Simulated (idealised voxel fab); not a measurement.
The name of this process module is voxel quadruple lines.
The cross-section on display is named cut; it measures 265 nm wide, and its cells are 5 nm squares.
Throughout this document, each cross-section is represented as a grid of square cells and is presented as a sequence of bands enumerated from the top downward, where a band comprises one or more rows of cells. Top height, bottom height, nm. Materials left to right, width each, nm. Single material + "full width" = fills band edge to edge. "air" = empty. The reference from which all heights are counted is 0, the level beneath which the as-received wafer is entirely one material; the lowest band, having no lower bound, proceeds downward and is written after the example "0 down". Graded width ("30 to 40"): value in top row of band = first number; value in bottom row = second number; row-to-row change constant. Take "changes: none" at face value: in the step it is given for, the cross-section changed in none of its cells. In "Voids, fully enclosed" the enclosed voids are listed, meaning empty spaces of 8 cells or larger without any opening to the top. The form is width x height at distance, distance from the left edge, units nm. It should be noted that, on the line of a given step, the content following the step's settings is a remark produced by the simulator itself with respect to that step. The setting "overlay nm" may be written on the line of a step. When the step uses a mask, the value reports how far to the right of the planned place the mask lay, and a negative value reports that it lay to the left.

Here's what the planned process steps look like
1) RECEIVE: material Si
2) CONFORMAL_DEP: material Al2O3, thk nm 5
3) DIRECTIONAL_DEP: material W, thk nm 10
4) DIRECTIONAL_DEP: material polySi, thk nm 15
5) DIRECTIONAL_DEP: material aC, thk nm 20
6) PATTERN: tone cover, mask id MANDREL, material resist, width nm 20, pitch nm 60, thk nm 25, overlay nm 0
7) DIRECTIONAL_ETCH: etch materials aC, depth nm 20
8) STRIP: etch materials resist
9) CONFORMAL_DEP: material SiO2, thk nm 10
10) DIRECTIONAL_ETCH: etch materials SiO2, depth nm 10
11) STRIP: etch materials aC
12) DIRECTIONAL_ETCH: etch materials polySi, depth nm 15
13) STRIP: etch materials SiO2
14) CONFORMAL_DEP: material SiN, thk nm 5
15) DIRECTIONAL_ETCH: etch materials SiN, depth nm 5
16) STRIP: etch materials polySi
17) DIRECTIONAL_ETCH: etch materials W, depth nm 10
18) STRIP: etch materials SiN
19) FILL_DEP: material SiO2, thk nm 10
20) CMP: height nm 15

Incoming wafer, cross-sectional view, post step 1
  0 down = Si full width
  Voids, fully enclosed: none

Module complete, cross-section. Starting point and plan per above. One mistake made in running the module
  15 to 5 = SiO2=85, then W=5, then SiO2=20, then W=5, then SiO2=30, then W=5, then SiO2=20, then W=5, then SiO2=90
  5 to 0 = Al2O3 full width
  0 down = Si full width
  Voids, fully enclosed: none
So what did we get wrong on this run? heads up, step 6 didn't go per plan, it actually ran as PATTERN: tone open, mask id MANDREL, material resist, width nm 20, pitch nm 60, thk nm 25, overlay nm 0
